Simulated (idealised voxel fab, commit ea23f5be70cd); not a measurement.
voxel tone inversion: a process module
This is section cut - it's 285 nm across, gridded in 5 nm square cells.
A cross-section is a grid of square cells, given in bands from the top down. A band is one or more rows of cells.
Basically the band line says how high the top is and how high the bottom is, in nm, and then what's in it from left to right, every material with its width in nm. Empty space shows up as "air", and if a single material carries "full width" it runs the full band edge to edge.
Measure heights from 0. That's the level where, below it, the as-received wafer is all one material. The lowest band is bottomless and extends downward; write it as in "from 0 down".
The notation "30->40" denotes a width that varies across the rows of cells in the band, beginning at the first number in the top row, finishing at the second number in the bottom row, and changing by an identical amount from each row to the next.
"remains unaltered" for a step: no cell of the cross-section changed in that step.
"Enclosed cavity list" lists enclosed empty spaces (at least 8 cells, no open path upward to the top), each as width x height at distance from the left edge, in nm.
Text after the settings on a step's line: the simulator's own remark on that step.
overlay nm: how far to the right of its planned place the mask lay on this masked step (negative: to the left).
plan
1: RECEIVE, material Si
2: CONFORMAL_DEP, material SiN, thk nm 10
3: DIRECTIONAL_DEP, material aC, thk nm 15
4: PATTERN, tone cover, mask id POSTS, material resist, width nm 20, pitch nm 35, thk nm 20, overlay nm 0
5: DIRECTIONAL_ETCH, etch materials aC, depth nm 15
6: STRIP, etch materials resist
7: FILL_DEP, material lowk, thk nm 10
8: CMP, height nm 25
9: STRIP, etch materials aC
10: CONFORMAL_DEP, material TiN, thk nm 5
11: FILL_DEP, material W, thk nm 10
12: CMP, height nm 25
13: CONFORMAL_DEP, material SiN, thk nm 5
This is the cross-section of the wafer as we received it, i.e. after step 1
> from 0 down  Si full width
> Enclosed cavity list: none
The cross-section shown corresponds to the wafer at the conclusion of the module. The initial structure and the process plan are those presented above; however, one mistake occurred in executing the plan
> from 30 to 15  SiN full width
> from 15 to 0  aC full width
> from 0 down  Si full width
> Enclosed cavity list: none
Run error: mixed up steps 2 and 3 - ran each in the other's place
